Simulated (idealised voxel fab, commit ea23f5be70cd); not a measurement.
This section sets out a process module, namely voxel transistor to metal.
Square cell edge 5 nm, section width 195 nm, ID cut.
Bands, listed from the top down, are how a cross-section gets written in this document; the cross-section itself is a grid of square cells, and a band is one or more rows of them.
What a band's entry tells you: where the top is and where the bottom is, as heights in nm, and after that what lies inside, material by material from left to right, each with its width in nm. Empty space is written as the word "empty", and a single material marked with the word "edge to edge" occupies the band from edge to edge.
Where do heights start? At 0: under that level the wafer as delivered is made of one material only. And the lowest band has no floor; it just carries on downward, as in "z 0 and below".
Think of "30..40" as a width that walks from the first number to the second as you go down the band, top row to bottom row, taking equal-sized steps from row to row.
"remained the same", as given for a step, is the statement that not any cell of the cross-section underwent a change during that step.
Reported under the label "Enclosed cavities" are the empty spaces having no open way to the top and comprising 8 cells or more; the notation for each is width x height at distance, in which the distance is measured from the left edge and all three values are in nm.
If you see something after the settings on a step's line, that's the simulator's own remark about that step.
A step's line can hold "overlay nm"; with a mask on that step, the setting says how far right of the planned place the mask lay, while a negative setting says it lay to the left.
Steps in the process plan
1. RECEIVE [material Si]
2. OXIDIZE [depth nm 5]
3. CONFORMAL_DEP [material SiN] [thk nm 10]
4. MASKED_ETCH [tone cover] [mask id ACTIVE] [width nm 115] [etch materials SiN] [depth nm 10] [overlay nm 0]
5. MASKED_ETCH [tone cover] [mask id ACTIVE] [width nm 115] [etch materials SiO2] [depth nm 5] [overlay nm 0]
6. MASKED_ETCH [tone cover] [mask id ACTIVE] [width nm 115] [etch materials Si] [depth nm 30] [overlay nm 0]
7. FILL_DEP [material SiO2] [thk nm 15]
8. CMP [height nm 10]
9. SELECTIVE_ETCH [etch materials SiO2] [depth nm 10]
10. STRIP [etch materials SiN]
11. SELECTIVE_ETCH [etch materials SiO2] [depth nm 5]
12. OXIDIZE [depth nm 5]
13. DIRECTIONAL_DEP [material polySi] [thk nm 25]
14. DIRECTIONAL_DEP [material SiCN] [thk nm 15]
15. PATTERN [tone cover] [mask id GATE] [material resist] [width nm 35] [thk nm 15] [overlay nm 0]
16. DIRECTIONAL_ETCH [etch materials SiCN] [depth nm 25]
17. DIRECTIONAL_ETCH [etch materials polySi] [depth nm 35]
18. STRIP [etch materials resist]
19. CONFORMAL_DEP [material SiN] [thk nm 10]
20. DIRECTIONAL_ETCH [etch materials SiN] [depth nm 10]
21. DIRECTIONAL_ETCH [etch materials SiO2] [depth nm 5]
22. EPI [material SiGe] [thk nm 5]
23. FILL_DEP [material SiO2] [thk nm 5]
24. CMP [height nm 20]
25. STRIP [etch materials polySi]
26. SELECTIVE_ETCH [etch materials SiO2] [depth nm 5]
27. CONFORMAL_DEP [material HfO2] [thk nm 5]
28. CONFORMAL_DEP [material TiN] [thk nm 5]
29. FILL_DEP [material W] [thk nm 10]
30. CMP [height nm 15]
31. DIRECTIONAL_DEP [material SiO2] [thk nm 10]
32. MASKED_ETCH [tone open] [mask id CONTACT] [width nm 15] [pitch nm 80] [etch materials SiO2] [depth nm 30] [overlay nm 0]
33. CONFORMAL_DEP [material TiN] [thk nm 5]
34. FILL_DEP [material W] [thk nm 10]
35. CMP [height nm 25]
36. CONFORMAL_DEP [material SiCN] [thk nm 5]
37. DIRECTIONAL_DEP [material SiO2] [thk nm 15]
38. MASKED_ETCH [tone open] [mask id METAL_1] [width nm 15] [pitch nm 80] [etch materials SiO2] [depth nm 15] [overlay nm 0]
39. MASKED_ETCH [tone open] [mask id METAL_1] [width nm 15] [pitch nm 80] [etch materials SiCN] [depth nm 5] [overlay nm 0]
40. CONFORMAL_DEP [material TiN] [thk nm 5]
41. FILL_DEP [material W] [thk nm 10]
42. CMP [height nm 45]
43. CONFORMAL_DEP [material SiCN] [thk nm 5]
44. DIRECTIONAL_DEP [material SiO2] [thk nm 35]
45. MASKED_ETCH [tone open] [mask id METAL_2] [width nm 15] [pitch nm 80] [etch materials SiO2] [depth nm 20] [overlay nm 0]
46. DIRECTIONAL_DEP [material aC] [thk nm 15]
47. PATTERN [tone open] [mask id METAL_2_HOLES] [material resist] [width nm 15] [pitch nm 80] [thk nm 30] [overlay nm 0]
48. DIRECTIONAL_ETCH [etch materials aC] [depth nm 15]
49. STRIP [etch materials resist]
50. DIRECTIONAL_ETCH [etch materials SiO2] [depth nm 15]
51. DIRECTIONAL_ETCH [etch materials SiCN] [depth nm 5]
52. STRIP [etch materials aC]
53. CONFORMAL_DEP [material TiN] [thk nm 5]
54. FILL_DEP [material Ru] [thk nm 10]
55. CMP [height nm 85]
56. CONFORMAL_DEP [material SiN] [thk nm 5]
On the first of the two wafers: run conducted according to plan
Cross-section of the wafer upon arrival, representing the state reached after step 1
	z 0 and below | Si edge to edge
	Enclosed cavities: none
After step 2: wafer cross-section
	z 0 to -5 | SiO2 edge to edge
	Below -5, no change.
After step 3: wafer cross-section
	z 10 to 0 | SiN edge to edge
	Below 0, no change.
After step 4: wafer cross-section
	z 10 to 0 | 40 of empty  115 of SiN  40 of empty
	Below 0, no change.
After step 5: wafer cross-section
	z 10 to 0 | 40 of empty  115 of SiN  40 of empty
	z 0 to -5 | 40 of empty  115 of SiO2  40 of empty
	Below -5, no change.
After step 6: wafer cross-section
	z 10 to 0 | 40 of empty  115 of SiN  40 of empty
	z 0 to -5 | 40 of empty  115 of SiO2  40 of empty
	z -5 to -35 | 40 of empty  115 of Si  40 of empty
	Below -35, no change.
After step 7: wafer cross-section
	z 25 to 10 | SiO2 edge to edge
	z 10 to 0 | 40 of SiO2  115 of SiN  40 of SiO2
	z 0 to -5 | SiO2 edge to edge
	z -5 to -35 | 40 of SiO2  115 of Si  40 of SiO2
	Below -35, no change.
After step 8: wafer cross-section
	z 10 to 0 | 40 of SiO2  115 of SiN  40 of SiO2
	Below 0, no change.
After step 9: wafer cross-section
	z 10 to 0 | 40 of empty  115 of SiN  40 of empty
	Below 0, no change.
After step 10: wafer cross-section
	z 0 to -5 | SiO2 edge to edge
	Below -5, no change.
After step 11: wafer cross-section
	z -5 to -35 | 40 of SiO2  115 of Si  40 of SiO2
	Below -35, no change.
After step 12: wafer cross-section
	z -5 to -10 | SiO2 edge to edge
	Below -10, no change.
After step 13: wafer cross-section
	z 20 to -5 | polySi edge to edge
	Below -5, no change.
After step 14: wafer cross-section
	z 35 to 20 | SiCN edge to edge
	Below 20, no change.
After step 15: wafer cross-section
	z 50 to 35 | 80 of empty  35 of resist  80 of empty
	Below 35, no change.
After step 16: wafer cross-section
	z 50 to 35 | 80 of empty  35 of resist  80 of empty
	z 35 to 20 | 80 of empty  35 of SiCN  80 of empty
	Below 20, no change.
After step 17: wafer cross-section
	z 50 to 35 | 80 of empty  35 of resist  80 of empty
	z 35 to 20 | 80 of empty  35 of SiCN  80 of empty
	z 20 to -5 | 80 of empty  35 of polySi  80 of empty
	Below -5, no change.
After step 18: wafer cross-section
	z 35 to 20 | 80 of empty  35 of SiCN  80 of empty
	Below 20, no change.
After step 19: wafer cross-section
	z 45 to 35 | 70 of empty  55 of SiN  70 of empty
	z 35 to 20 | 70 of empty  10 of SiN  35 of SiCN  10 of SiN  70 of empty
	z 20 to 5 | 70 of empty  10 of SiN  35 of polySi  10 of SiN  70 of empty
	z 5 to -5 | 80 of SiN  35 of polySi  80 of SiN
	Below -5, no change.
After step 20: wafer cross-section
	z 35 to 20 | 70 of empty  10 of SiN  35 of SiCN  10 of SiN  70 of empty
	z 20 to -5 | 70 of empty  10 of SiN  35 of polySi  10 of SiN  70 of empty
	Below -5, no change.
After step 21: wafer cross-section
	z 35 to 20 | 70 of empty  10 of SiN  35 of SiCN  10 of SiN  70 of empty
	z 20 to -5 | 70 of empty  10 of SiN  35 of polySi  10 of SiN  70 of empty
	z -5 to -10 | 70 of empty  55 of SiO2  70 of empty
	Below -10, no change.
After step 22: wafer cross-section
	z 35 to 20 | 70 of empty  10 of SiN  35 of SiCN  10 of SiN  70 of empty
	z 20 to -5 | 70 of empty  10 of SiN  35 of polySi  10 of SiN  70 of empty
	z -5 to -10 | 35 of empty  35 of SiGe  55 of SiO2  35 of SiGe  35 of empty
	Below -10, no change.
After step 23: wafer cross-section
	z 40 to 35 | SiO2 edge to edge
	z 35 to 20 | 70 of SiO2  10 of SiN  35 of SiCN  10 of SiN  70 of SiO2
	z 20 to -5 | 70 of SiO2  10 of SiN  35 of polySi  10 of SiN  70 of SiO2
	z -5 to -10 | 35 of SiO2  35 of SiGe  55 of SiO2  35 of SiGe  35 of SiO2
	Below -10, no change.
After step 24: wafer cross-section
	z 20 to -5 | 70 of SiO2  10 of SiN  35 of polySi  10 of SiN  70 of SiO2
	Below -5, no change.
After step 25: wafer cross-section
	z 20 to -5 | 70 of SiO2  10 of SiN  35 of empty  10 of SiN  70 of SiO2
	Below -5, no change.
After step 26: wafer cross-section
	z 20 to 15 | 70 of empty  10 of SiN  35 of empty  10 of SiN  70 of empty
	z 15 to -5 | 70 of SiO2  10 of SiN  35 of empty  10 of SiN  70 of SiO2
	z -5 to -10 | 35 of SiO2  35 of SiGe  5 of SiO2  45 of empty  5 of SiO2  35 of SiGe  35 of SiO2
	Below -10, no change.
After step 27: wafer cross-section
	z 25 to 20 | 65 of empty  20 of HfO2  25 of empty  20 of HfO2  65 of empty
	z 20 to 15 | 70 of HfO2  10 of SiN  5 of HfO2  25 of empty  5 of HfO2  10 of SiN  70 of HfO2
	z 15 to -5 | 70 of SiO2  10 of SiN  5 of HfO2  25 of empty  5 of HfO2  10 of SiN  70 of SiO2
	z -5 to -10 | 35 of SiO2  35 of SiGe  5 of SiO2  45 of HfO2  5 of SiO2  35 of SiGe  35 of SiO2
	Below -10, no change.
After step 28: wafer cross-section
	z 30 to 25 | 60 of empty  30 of TiN  15 of empty  30 of TiN  60 of empty
	z 25 to 20 | 65 of TiN  20 of HfO2  5 of TiN  15 of empty  5 of TiN  20 of HfO2  65 of TiN
	z 20 to 15 | 70 of HfO2  10 of SiN  5 of HfO2  5 of TiN  15 of empty  5 of TiN  5 of HfO2  10 of SiN  70 of HfO2
	z 15 to 0 | 70 of SiO2  10 of SiN  5 of HfO2  5 of TiN  15 of empty  5 of TiN  5 of HfO2  10 of SiN  70 of SiO2
	z 0 to -5 | 70 of SiO2  10 of SiN  5 of HfO2  25 of TiN  5 of HfO2  10 of SiN  70 of SiO2
	Below -5, no change.
After step 29: wafer cross-section
	z 40 to 30 | W edge to edge
	z 30 to 25 | 60 of W  30 of TiN  15 of W  30 of TiN  60 of W
	z 25 to 20 | 65 of TiN  20 of HfO2  5 of TiN  15 of W  5 of TiN  20 of HfO2  65 of TiN
	z 20 to 15 | 70 of HfO2  10 of SiN  5 of HfO2  5 of TiN  15 of W  5 of TiN  5 of HfO2  10 of SiN  70 of HfO2
	z 15 to 0 | 70 of SiO2  10 of SiN  5 of HfO2  5 of TiN  15 of W  5 of TiN  5 of HfO2  10 of SiN  70 of SiO2
	Below 0, no change.
After step 30: wafer cross-section
	z 15 to 0 | 70 of SiO2  10 of SiN  5 of HfO2  5 of TiN  15 of W  5 of TiN  5 of HfO2  10 of SiN  70 of SiO2
	Below 0, no change.
After step 31: wafer cross-section
	z 25 to 15 | SiO2 edge to edge
	Below 15, no change.
After step 32: wafer cross-section
	z 25 to 15 | 50 of SiO2  15 of empty  65 of SiO2  15 of empty  50 of SiO2
	z 15 to 0 | 50 of SiO2  15 of empty  5 of SiO2  10 of SiN  5 of HfO2  5 of TiN  15 of W  5 of TiN  5 of HfO2  10 of SiN  5 of SiO2  15 of empty  50 of SiO2
	z 0 to -5 | 50 of SiO2  15 of empty  5 of SiO2  10 of SiN  5 of HfO2  25 of TiN  5 of HfO2  10 of SiN  5 of SiO2  15 of empty  50 of SiO2
	Below -5, no change.
After step 33: wafer cross-section
	z 30 to 25 | 55 of TiN  5 of empty  75 of TiN  5 of empty  55 of TiN
	z 25 to 15 | 50 of SiO2  5 of TiN  5 of empty  5 of TiN  65 of SiO2  5 of TiN  5 of empty  5 of TiN  50 of SiO2
	z 15 to 0 | 50 of SiO2  5 of TiN  5 of empty  5 of TiN  5 of SiO2  10 of SiN  5 of HfO2  5 of TiN  15 of W  5 of TiN  5 of HfO2  10 of SiN  5 of SiO2  5 of TiN  5 of empty  5 of TiN  50 of SiO2
	z 0 to -5 | 50 of SiO2  15 of TiN  5 of SiO2  10 of SiN  5 of HfO2  25 of TiN  5 of HfO2  10 of SiN  5 of SiO2  15 of TiN  50 of SiO2
	Below -5, no change.
After step 34: wafer cross-section
	z 40 to 30 | W edge to edge
	z 30 to 25 | 55 of TiN  5 of W  75 of TiN  5 of W  55 of TiN
	z 25 to 15 | 50 of SiO2  5 of TiN  5 of W  5 of TiN  65 of SiO2  5 of TiN  5 of W  5 of TiN  50 of SiO2
	z 15 to 0 | 50 of SiO2  5 of TiN  5 of W  5 of TiN  5 of SiO2  10 of SiN  5 of HfO2  5 of TiN  15 of W  5 of TiN  5 of HfO2  10 of SiN  5 of SiO2  5 of TiN  5 of W  5 of TiN  50 of SiO2
	Below 0, no change.
After step 35: wafer cross-section
	z 25 to 15 | 50 of SiO2  5 of TiN  5 of W  5 of TiN  65 of SiO2  5 of TiN  5 of W  5 of TiN  50 of SiO2
	Below 15, no change.
After step 36: wafer cross-section
	z 30 to 25 | SiCN edge to edge
	Below 25, no change.
After step 37: wafer cross-section
	z 45 to 30 | SiO2 edge to edge
	Below 30, no change.
After step 38: wafer cross-section
	z 45 to 30 | 50 of SiO2  15 of empty  65 of SiO2  15 of empty  50 of SiO2
	Below 30, no change.
After step 39: wafer cross-section
	z 45 to 30 | 50 of SiO2  15 of empty  65 of SiO2  15 of empty  50 of SiO2
	z 30 to 25 | 50 of SiCN  15 of empty  65 of SiCN  15 of empty  50 of SiCN
	Below 25, no change.
After step 40: wafer cross-section
	z 50 to 45 | 55 of TiN  5 of empty  75 of TiN  5 of empty  55 of TiN
	z 45 to 30 | 50 of SiO2  5 of TiN  5 of empty  5 of TiN  65 of SiO2  5 of TiN  5 of empty  5 of TiN  50 of SiO2
	z 30 to 25 | 50 of SiCN  15 of TiN  65 of SiCN  15 of TiN  50 of SiCN
	Below 25, no change.
After step 41: wafer cross-section
	z 60 to 50 | W edge to edge
	z 50 to 45 | 55 of TiN  5 of W  75 of TiN  5 of W  55 of TiN
	z 45 to 30 | 50 of SiO2  5 of TiN  5 of W  5 of TiN  65 of SiO2  5 of TiN  5 of W  5 of TiN  50 of SiO2
	Below 30, no change.
After step 42: wafer cross-section
	z 45 to 30 | 50 of SiO2  5 of TiN  5 of W  5 of TiN  65 of SiO2  5 of TiN  5 of W  5 of TiN  50 of SiO2
	Below 30, no change.
After step 43: wafer cross-section
	z 50 to 45 | SiCN edge to edge
	Below 45, no change.
After step 44: wafer cross-section
	z 85 to 50 | SiO2 edge to edge
	Below 50, no change.
After step 45: wafer cross-section
	z 85 to 65 | 50 of SiO2  15 of empty  65 of SiO2  15 of empty  50 of SiO2
	Below 65, no change.
After step 46: wafer cross-section
	z 100 to 85 | 50 of aC  15 of empty  65 of aC  15 of empty  50 of aC
	z 85 to 80 | 50 of SiO2  15 of empty  65 of SiO2  15 of empty  50 of SiO2
	z 80 to 65 | 50 of SiO2  15 of aC  65 of SiO2  15 of aC  50 of SiO2
	Below 65, no change.
After step 47: wafer cross-section
	z 130 to 100 | 50 of resist  15 of empty  65 of resist  15 of empty  50 of resist
	Below 100, no change.
After step 48: wafer cross-section
	z 115 to 100 | 50 of resist  15 of empty  65 of resist  15 of empty  50 of resist
	z 100 to 85 | 50 of aC  15 of empty  65 of aC  15 of empty  50 of aC
	z 85 to 65 | 50 of SiO2  15 of empty  65 of SiO2  15 of empty  50 of SiO2
	Below 65, no change.
After step 49: wafer cross-section
	z 100 to 85 | 50 of aC  15 of empty  65 of aC  15 of empty  50 of aC
	Below 85, no change.
After step 50: wafer cross-section
	z 100 to 85 | 50 of aC  15 of empty  65 of aC  15 of empty  50 of aC
	z 85 to 50 | 50 of SiO2  15 of empty  65 of SiO2  15 of empty  50 of SiO2
	Below 50, no change.
After step 51: wafer cross-section
	z 100 to 85 | 50 of aC  15 of empty  65 of aC  15 of empty  50 of aC
	z 85 to 50 | 50 of SiO2  15 of empty  65 of SiO2  15 of empty  50 of SiO2
	z 50 to 45 | 50 of SiCN  15 of empty  65 of SiCN  15 of empty  50 of SiCN
	Below 45, no change.
After step 52: wafer cross-section
	z 85 to 50 | 50 of SiO2  15 of empty  65 of SiO2  15 of empty  50 of SiO2
	Below 50, no change.
After step 53: wafer cross-section
	z 90 to 85 | 55 of TiN  5 of empty  75 of TiN  5 of empty  55 of TiN
	z 85 to 50 | 50 of SiO2  5 of TiN  5 of empty  5 of TiN  65 of SiO2  5 of TiN  5 of empty  5 of TiN  50 of SiO2
	z 50 to 45 | 50 of SiCN  15 of TiN  65 of SiCN  15 of TiN  50 of SiCN
	Below 45, no change.
After step 54: wafer cross-section
	z 100 to 90 | Ru edge to edge
	z 90 to 85 | 55 of TiN  5 of Ru  75 of TiN  5 of Ru  55 of TiN
	z 85 to 50 | 50 of SiO2  5 of TiN  5 of Ru  5 of TiN  65 of SiO2  5 of TiN  5 of Ru  5 of TiN  50 of SiO2
	Below 50, no change.
After step 55: wafer cross-section
	z 85 to 50 | 50 of SiO2  5 of TiN  5 of Ru  5 of TiN  65 of SiO2  5 of TiN  5 of Ru  5 of TiN  50 of SiO2
	Below 50, no change.
After step 56: wafer cross-section
	z 90 to 85 | SiN edge to edge
	Below 85, no change.
second wafer: like start, like plan, one mistake. Through step 14 it matches the first wafer
Second wafer shown in cross-section at the time step 15 was slated to end
	z 50 to 35 | 85 of empty  25 of resist  85 of empty
	Below 35, no change.
Second wafer shown in cross-section at the time step 16 was slated to end
	z 50 to 35 | 85 of empty  25 of resist  85 of empty
	z 35 to 20 | 85 of empty  25 of SiCN  85 of empty
	Below 20, no change.
Second wafer shown in cross-section at the time step 17 was slated to end
	z 50 to 35 | 85 of empty  25 of resist  85 of empty
	z 35 to 20 | 85 of empty  25 of SiCN  85 of empty
	z 20 to -5 | 85 of empty  25 of polySi  85 of empty
	Below -5, no change.
Second wafer shown in cross-section at the time step 18 was slated to end
	z 35 to 20 | 85 of empty  25 of SiCN  85 of empty
	Below 20, no change.
Second wafer shown in cross-section at the time step 19 was slated to end
	z 45 to 35 | 75 of empty  45 of SiN  75 of empty
	z 35 to 20 | 75 of empty  10 of SiN  25 of SiCN  10 of SiN  75 of empty
	z 20 to 5 | 75 of empty  10 of SiN  25 of polySi  10 of SiN  75 of empty
	z 5 to -5 | 85 of SiN  25 of polySi  85 of SiN
	Below -5, no change.
Second wafer shown in cross-section at the time step 20 was slated to end
	z 35 to 20 | 75 of empty  10 of SiN  25 of SiCN  10 of SiN  75 of empty
	z 20 to -5 | 75 of empty  10 of SiN  25 of polySi  10 of SiN  75 of empty
	Below -5, no change.
Second wafer shown in cross-section at the time step 21 was slated to end
	z 35 to 20 | 75 of empty  10 of SiN  25 of SiCN  10 of SiN  75 of empty
	z 20 to -5 | 75 of empty  10 of SiN  25 of polySi  10 of SiN  75 of empty
	z -5 to -10 | 75 of empty  45 of SiO2  75 of empty
	Below -10, no change.
Second wafer shown in cross-section at the time step 22 was slated to end
	z 35 to 20 | 75 of empty  10 of SiN  25 of SiCN  10 of SiN  75 of empty
	z 20 to -5 | 75 of empty  10 of SiN  25 of polySi  10 of SiN  75 of empty
	z -5 to -10 | 35 of empty  40 of SiGe  45 of SiO2  40 of SiGe  35 of empty
	Below -10, no change.
Second wafer shown in cross-section at the time step 23 was slated to end
	z 40 to 35 | SiO2 edge to edge
	z 35 to 20 | 75 of SiO2  10 of SiN  25 of SiCN  10 of SiN  75 of SiO2
	z 20 to -5 | 75 of SiO2  10 of SiN  25 of polySi  10 of SiN  75 of SiO2
	z -5 to -10 | 35 of SiO2  40 of SiGe  45 of SiO2  40 of SiGe  35 of SiO2
	Below -10, no change.
Second wafer shown in cross-section at the time step 24 was slated to end
	z 20 to -5 | 75 of SiO2  10 of SiN  25 of polySi  10 of SiN  75 of SiO2
	Below -5, no change.
Second wafer shown in cross-section at the time step 25 was slated to end
	z 20 to -5 | 75 of SiO2  10 of SiN  25 of empty  10 of SiN  75 of SiO2
	Below -5, no change.
Second wafer shown in cross-section at the time step 26 was slated to end
	z 20 to 15 | 75 of empty  10 of SiN  25 of empty  10 of SiN  75 of empty
	z 15 to -5 | 75 of SiO2  10 of SiN  25 of empty  10 of SiN  75 of SiO2
	z -5 to -10 | 35 of SiO2  40 of SiGe  5 of SiO2  35 of empty  5 of SiO2  40 of SiGe  35 of SiO2
	Below -10, no change.
Second wafer shown in cross-section at the time step 27 was slated to end
	z 25 to 20 | 70 of empty  20 of HfO2  15 of empty  20 of HfO2  70 of empty
	z 20 to 15 | 75 of HfO2  10 of SiN  5 of HfO2  15 of empty  5 of HfO2  10 of SiN  75 of HfO2
	z 15 to -5 | 75 of SiO2  10 of SiN  5 of HfO2  15 of empty  5 of HfO2  10 of SiN  75 of SiO2
	z -5 to -10 | 35 of SiO2  40 of SiGe  5 of SiO2  35 of HfO2  5 of SiO2  40 of SiGe  35 of SiO2
	Below -10, no change.
Second wafer shown in cross-section at the time step 28 was slated to end
	z 30 to 25 | 65 of empty  30 of TiN  5 of empty  30 of TiN  65 of empty
	z 25 to 20 | 70 of TiN  20 of HfO2  5 of TiN  5 of empty  5 of TiN  20 of HfO2  70 of TiN
	z 20 to 15 | 75 of HfO2  10 of SiN  5 of HfO2  5 of TiN  5 of empty  5 of TiN  5 of HfO2  10 of SiN  75 of HfO2
	z 15 to 0 | 75 of SiO2  10 of SiN  5 of HfO2  5 of TiN  5 of empty  5 of TiN  5 of HfO2  10 of SiN  75 of SiO2
	z 0 to -5 | 75 of SiO2  10 of SiN  5 of HfO2  15 of TiN  5 of HfO2  10 of SiN  75 of SiO2
	Below -5, no change.
Second wafer shown in cross-section at the time step 29 was slated to end
	z 40 to 30 | W edge to edge
	z 30 to 25 | 65 of W  30 of TiN  5 of W  30 of TiN  65 of W
	z 25 to 20 | 70 of TiN  20 of HfO2  5 of TiN  5 of W  5 of TiN  20 of HfO2  70 of TiN
	z 20 to 15 | 75 of HfO2  10 of SiN  5 of HfO2  5 of TiN  5 of W  5 of TiN  5 of HfO2  10 of SiN  75 of HfO2
	z 15 to 0 | 75 of SiO2  10 of SiN  5 of HfO2  5 of TiN  5 of W  5 of TiN  5 of HfO2  10 of SiN  75 of SiO2
	Below 0, no change.
Second wafer shown in cross-section at the time step 30 was slated to end
	z 15 to 0 | 75 of SiO2  10 of SiN  5 of HfO2  5 of TiN  5 of W  5 of TiN  5 of HfO2  10 of SiN  75 of SiO2
	Below 0, no change.
Second wafer shown in cross-section at the time step 31 was slated to end
	z 25 to 15 | SiO2 edge to edge
	Below 15, no change.
Second wafer shown in cross-section at the time step 32 was slated to end
	z 25 to 15 | 50 of SiO2  15 of empty  65 of SiO2  15 of empty  50 of SiO2
	z 15 to 0 | 50 of SiO2  15 of empty  10 of SiO2  10 of SiN  5 of HfO2  5 of TiN  5 of W  5 of TiN  5 of HfO2  10 of SiN  10 of SiO2  15 of empty  50 of SiO2
	z 0 to -5 | 50 of SiO2  15 of empty  10 of SiO2  10 of SiN  5 of HfO2  15 of TiN  5 of HfO2  10 of SiN  10 of SiO2  15 of empty  50 of SiO2
	Below -5, no change.
Second wafer shown in cross-section at the time step 33 was slated to end
	z 30 to 25 | 55 of TiN  5 of empty  75 of TiN  5 of empty  55 of TiN
	z 25 to 15 | 50 of SiO2  5 of TiN  5 of empty  5 of TiN  65 of SiO2  5 of TiN  5 of empty  5 of TiN  50 of SiO2
	z 15 to 0 | 50 of SiO2  5 of TiN  5 of empty  5 of TiN  10 of SiO2  10 of SiN  5 of HfO2  5 of TiN  5 of W  5 of TiN  5 of HfO2  10 of SiN  10 of SiO2  5 of TiN  5 of empty  5 of TiN  50 of SiO2
	z 0 to -5 | 50 of SiO2  15 of TiN  10 of SiO2  10 of SiN  5 of HfO2  15 of TiN  5 of HfO2  10 of SiN  10 of SiO2  15 of TiN  50 of SiO2
	Below -5, no change.
Second wafer shown in cross-section at the time step 34 was slated to end
	z 40 to 30 | W edge to edge
	z 30 to 25 | 55 of TiN  5 of W  75 of TiN  5 of W  55 of TiN
	z 25 to 15 | 50 of SiO2  5 of TiN  5 of W  5 of TiN  65 of SiO2  5 of TiN  5 of W  5 of TiN  50 of SiO2
	z 15 to 0 | 50 of SiO2  5 of TiN  5 of W  5 of TiN  10 of SiO2  10 of SiN  5 of HfO2  5 of TiN  5 of W  5 of TiN  5 of HfO2  10 of SiN  10 of SiO2  5 of TiN  5 of W  5 of TiN  50 of SiO2
	Below 0, no change.
Second wafer shown in cross-section at the time step 35 was slated to end
	z 25 to 15 | 50 of SiO2  5 of TiN  5 of W  5 of TiN  65 of SiO2  5 of TiN  5 of W  5 of TiN  50 of SiO2
	Below 15, no change.
Second wafer shown in cross-section at the time step 36 was slated to end
	z 30 to 25 | SiCN edge to edge
	Below 25, no change.
Second wafer shown in cross-section at the time step 37 was slated to end
	z 45 to 30 | SiO2 edge to edge
	Below 30, no change.
Second wafer shown in cross-section at the time step 38 was slated to end
	z 45 to 30 | 50 of SiO2  15 of empty  65 of SiO2  15 of empty  50 of SiO2
	Below 30, no change.
Second wafer shown in cross-section at the time step 39 was slated to end
	z 45 to 30 | 50 of SiO2  15 of empty  65 of SiO2  15 of empty  50 of SiO2
	z 30 to 25 | 50 of SiCN  15 of empty  65 of SiCN  15 of empty  50 of SiCN
	Below 25, no change.
Second wafer shown in cross-section at the time step 40 was slated to end
	z 50 to 45 | 55 of TiN  5 of empty  75 of TiN  5 of empty  55 of TiN
	z 45 to 30 | 50 of SiO2  5 of TiN  5 of empty  5 of TiN  65 of SiO2  5 of TiN  5 of empty  5 of TiN  50 of SiO2
	z 30 to 25 | 50 of SiCN  15 of TiN  65 of SiCN  15 of TiN  50 of SiCN
	Below 25, no change.
Second wafer shown in cross-section at the time step 41 was slated to end
	z 60 to 50 | W edge to edge
	z 50 to 45 | 55 of TiN  5 of W  75 of TiN  5 of W  55 of TiN
	z 45 to 30 | 50 of SiO2  5 of TiN  5 of W  5 of TiN  65 of SiO2  5 of TiN  5 of W  5 of TiN  50 of SiO2
	Below 30, no change.
Second wafer shown in cross-section at the time step 42 was slated to end
	z 45 to 30 | 50 of SiO2  5 of TiN  5 of W  5 of TiN  65 of SiO2  5 of TiN  5 of W  5 of TiN  50 of SiO2
	Below 30, no change.
Second wafer shown in cross-section at the time step 43 was slated to end
	z 50 to 45 | SiCN edge to edge
	Below 45, no change.
Second wafer shown in cross-section at the time step 44 was slated to end
	z 85 to 50 | SiO2 edge to edge
	Below 50, no change.
Second wafer shown in cross-section at the time step 45 was slated to end
	z 85 to 65 | 50 of SiO2  15 of empty  65 of SiO2  15 of empty  50 of SiO2
	Below 65, no change.
Second wafer shown in cross-section at the time step 46 was slated to end
	z 100 to 85 | 50 of aC  15 of empty  65 of aC  15 of empty  50 of aC
	z 85 to 80 | 50 of SiO2  15 of empty  65 of SiO2  15 of empty  50 of SiO2
	z 80 to 65 | 50 of SiO2  15 of aC  65 of SiO2  15 of aC  50 of SiO2
	Below 65, no change.
Second wafer shown in cross-section at the time step 47 was slated to end
	z 130 to 100 | 50 of resist  15 of empty  65 of resist  15 of empty  50 of resist
	Below 100, no change.
Second wafer shown in cross-section at the time step 48 was slated to end
	z 115 to 100 | 50 of resist  15 of empty  65 of resist  15 of empty  50 of resist
	z 100 to 85 | 50 of aC  15 of empty  65 of aC  15 of empty  50 of aC
	z 85 to 65 | 50 of SiO2  15 of empty  65 of SiO2  15 of empty  50 of SiO2
	Below 65, no change.
Second wafer shown in cross-section at the time step 49 was slated to end
	z 100 to 85 | 50 of aC  15 of empty  65 of aC  15 of empty  50 of aC
	Below 85, no change.
Second wafer shown in cross-section at the time step 50 was slated to end
	z 100 to 85 | 50 of aC  15 of empty  65 of aC  15 of empty  50 of aC
	z 85 to 50 | 50 of SiO2  15 of empty  65 of SiO2  15 of empty  50 of SiO2
	Below 50, no change.
Second wafer shown in cross-section at the time step 51 was slated to end
	z 100 to 85 | 50 of aC  15 of empty  65 of aC  15 of empty  50 of aC
	z 85 to 50 | 50 of SiO2  15 of empty  65 of SiO2  15 of empty  50 of SiO2
	z 50 to 45 | 50 of SiCN  15 of empty  65 of SiCN  15 of empty  50 of SiCN
	Below 45, no change.
Second wafer shown in cross-section at the time step 52 was slated to end
	z 85 to 50 | 50 of SiO2  15 of empty  65 of SiO2  15 of empty  50 of SiO2
	Below 50, no change.
Second wafer shown in cross-section at the time step 53 was slated to end
	z 90 to 85 | 55 of TiN  5 of empty  75 of TiN  5 of empty  55 of TiN
	z 85 to 50 | 50 of SiO2  5 of TiN  5 of empty  5 of TiN  65 of SiO2  5 of TiN  5 of empty  5 of TiN  50 of SiO2
	z 50 to 45 | 50 of SiCN  15 of TiN  65 of SiCN  15 of TiN  50 of SiCN
	Below 45, no change.
Second wafer shown in cross-section at the time step 54 was slated to end
	z 100 to 90 | Ru edge to edge
	z 90 to 85 | 55 of TiN  5 of Ru  75 of TiN  5 of Ru  55 of TiN
	z 85 to 50 | 50 of SiO2  5 of TiN  5 of Ru  5 of TiN  65 of SiO2  5 of TiN  5 of Ru  5 of TiN  50 of SiO2
	Below 50, no change.
Second wafer shown in cross-section at the time step 55 was slated to end
	z 85 to 50 | 50 of SiO2  5 of TiN  5 of Ru  5 of TiN  65 of SiO2  5 of TiN  5 of Ru  5 of TiN  50 of SiO2
	Below 50, no change.
Second wafer shown in cross-section at the time step 56 was slated to end
	z 90 to 85 | SiN edge to edge
	Below 85, no change.
Which mistake was made when the wafer was run? planned and actual differ for step 15; actual: PATTERN [tone cover] [mask id GATE] [material resist] [width nm 25] [thk nm 15] [overlay nm 0]
Counted in cells at the end, the second wafer holds more or fewer of these materials than the first: -2 HfO2 | +2 SiGe | +8 SiO2 | -2 TiN | -6 W
